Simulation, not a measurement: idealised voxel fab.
Process module name: voxel double patterning
It is cross-section cut that appears here, measuring 265 nm in width, its square cells being 5 nm in size.
Bands, listed from the top down, are how a cross-section gets written in this document; the cross-section itself is a grid of square cells, and a band is one or more rows of them. Look at the band entry: it leads with the top's height and the bottom's height in nm. Then it lists the materials left to right, with a width in nm for each. The word "edge to edge" on a single material says that material fills the band edge to edge. The word "air" is empty space. Zero point of the height axis is 0; under it, received wafer = one material. Lowest band: continues down indefinitely, "0..down". The notation "30..40" denotes a width that varies across the rows of cells in the band, beginning at the first number in the top row, finishing at the second number in the bottom row, and changing by an identical amount from each row to the next. For the purposes of this document, the phrase "same as before" attached to a step denotes that no cell within the cross-section was modified by that step. "Cavities, sealed": empty spaces of 8 cells or more with no open way to the top, each given as width x height at distance, distance from the left edge, all in nm. Formally, on a step line, whatever follows the settings is a remark that the simulator itself makes on the step. "overlay nm" denotes, for a step that has a mask, the displacement of the mask to the right of its planned place, with negative values corresponding to the left.
### The steps planned for the process are as follows
1 RECEIVE, material Si
2 CONFORMAL_DEP, material SiO2, thk nm 10
3 DIRECTIONAL_DEP, material W, thk nm 20
4 DIRECTIONAL_DEP, material SiCN, thk nm 10
5 DIRECTIONAL_DEP, material aC, thk nm 10
6 PATTERN, tone open, mask id FIRST, material resist, width nm 15, pitch nm 50, thk nm 30, overlay nm 0
7 DIRECTIONAL_ETCH, etch materials aC, depth nm 10
8 STRIP, etch materials resist
9 DIRECTIONAL_ETCH, etch materials SiCN, depth nm 10
10 STRIP, etch materials aC
11 MASKED_ETCH, tone open, mask id SECOND, width nm 15, etch materials SiCN, depth nm 10, overlay nm 0
12 DIRECTIONAL_ETCH, etch materials W, depth nm 20
13 STRIP, etch materials SiCN
### Cross-section of the wafer as it came to us, i.e., already through step 1
0..down | Si edge to edge
Cavities, sealed: none
### Final cross-section, module run with one mistake (start and plan as above)
30..20 | SiO2 edge to edge
20..0 | W edge to edge
0..down | Si edge to edge
Cavities, sealed: none
Diagnosis: steps 2 and 3: order swapped relative to plan
